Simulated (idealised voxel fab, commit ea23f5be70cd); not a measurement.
Process module heading - voxel ribs on slabs
For reference, the cross-section in this document is cut, with width 190 nm and square cells of 5 nm.
We lay out every cross-section as a grid of square cells and spell it out in bands from the top down, where one band means one or more rows of cells. What a band's entry tells you: where the top is and where the bottom is, as heights in nm, and after that what lies inside, material by material from left to right, each with its width in nm. Empty space is written as the word "blank", and a single material marked with the word "full width" occupies the band from edge to edge. Convention: height 0 is the level below which the wafer, as received, is all one material. The lowest band does not terminate at the bottom but continues downward, represented as "0..down". A width given as "30 to 40" starts at the first number in the band's top row and ends at the second number in its bottom row, shifting by an equal amount at every step from row to row. Basically "no change occurred" means that step didn't change any cell in the cross-section. "Trapped voids" - sealed voids, min. 8 cells, no opening to top; format: width x height at distance (distance from left edge; nm throughout). Post-settings text on a step line: simulator's own remark regarding the step. On any step carrying a mask, the "overlay nm" setting, if present on the step's line, tells how far right of its planned place the mask lay; negative values point to the left.
-- These are the steps we planned for the process
1,RECEIVE,material Si
2,DIRECTIONAL_DEP,material SiO2,thk nm 30
3,DIRECTIONAL_DEP,material polySi,thk nm 20
4,PATTERN,tone cover,mask id RIB,material resist,width nm 30,thk nm 20,overlay nm 0
5,DIRECTIONAL_ETCH,etch materials polySi,depth nm 15
6,STRIP,etch materials resist
7,PATTERN,tone cover,mask id SLAB,material resist,width nm 80,thk nm 15,overlay nm 0
8,DIRECTIONAL_ETCH,etch materials polySi,depth nm 5
9,STRIP,etch materials resist
10,FILL_DEP,material SiO2,thk nm 20
11,CMP,height nm 60
12,DIRECTIONAL_DEP,material W,thk nm 5
13,MASKED_ETCH,tone cover,mask id HEATER,width nm 40,etch materials W,depth nm 5,overlay nm 0
14,CONFORMAL_DEP,material SiO2,thk nm 5
-- as received, after step 1
> 0..down = Si full width
> Trapped voids: none
-- Result of the module, cross-sectioned: start per above, plan per above, one error in how it was run
> 70..65 = blank 70  SiO2 50  blank 70
> 65..60 = SiO2 75  W 40  SiO2 75
> 60..50 = SiO2 full width
> 50..35 = SiO2 80  polySi 30  SiO2 80
> 35..30 = SiO2 45  polySi 80  SiO2 65
> 30..0 = SiO2 full width
> 0..down = Si full width
> Trapped voids: none
It is concluded that the wafer was processed incorrectly with respect to the plan, in that step 7 off recipe, ran as PATTERN,tone cover,mask id SLAB,material resist,width nm 80,thk nm 15,overlay nm -10
